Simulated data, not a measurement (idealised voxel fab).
process module | voxel plated lines
cross-section cut | 155 nm wide | cells 5 nm
A cross-section is a grid of square cells, given in bands from the top down. A band is one or more rows of cells.
Each band's line starts with the height of the band's top and of its bottom, in nm. Then come its materials from left to right, each with its width in nm. One material with "throughout" fills the band from edge to edge. "air" is empty space.
Height 0 is the level under which the wafer as received is all one material. The lowest band goes on downwards, as in "0 down".
A width such as "30 to 40" changes by the same amount from each row of cells to the next, from the band's top row to its bottom row.
"no change" after a step means that no cell of the cross-section changed.
closed voids: empty space of 8 cells or more with no open way to the top, each as width x height at its distance from the left edge, in nm
after a step's settings: what the simulator itself notes on the step
overlay nm, on a step with a mask: how far to the right of its planned place the mask lay; to the left if negative
plan
1 op RECEIVE | material Si
2 op CONFORMAL_DEP | material Al2O3 | thk nm 15
3 op DIRECTIONAL_DEP | material TiN | thk nm 5
4 op PATTERN | tone open | mask id LINES | material resist | width nm 15 | pitch nm 30 | thk nm 40 | overlay nm 0
5 op EPI | material Ru | thk nm 10
6 op EPI | material Ru | thk nm 5
7 op EPI | material Ru | thk nm 5
8 op STRIP | etch materials resist
9 op DIRECTIONAL_ETCH | etch materials TiN | depth nm 5
10 op CONFORMAL_DEP | material SiO2 | thk nm 10
as received, after step 1
  0 down: Si throughout
  closed voids: none
first wafer at the end, as planned
  50 to 40: air 45 | SiO2 65 | air 45
  40 to 25: air 45 | SiO2 10 | Ru 15 | SiO2 15 | Ru 15 | SiO2 10 | air 45
  25 to 20: SiO2 55 | Ru 15 | SiO2 15 | Ru 15 | SiO2 55
  20 to 15: SiO2 55 | TiN 15 | SiO2 15 | TiN 15 | SiO2 55
  15 to 0: Al2O3 throughout
  0 down: Si throughout
  closed voids: none
second wafer at the end: like start, like plan, one mistake
  50 to 40: SiO2 throughout
  40 to 20: Ru throughout
  20 to 15: TiN throughout
  15 to 0: Al2O3 throughout
  0 down: Si throughout
  closed voids: none
what went wrong: step 4 was left out
at the end the second wafer has, in cells: 100 more of Ru | 35 fewer of SiO2 | 25 more of TiN
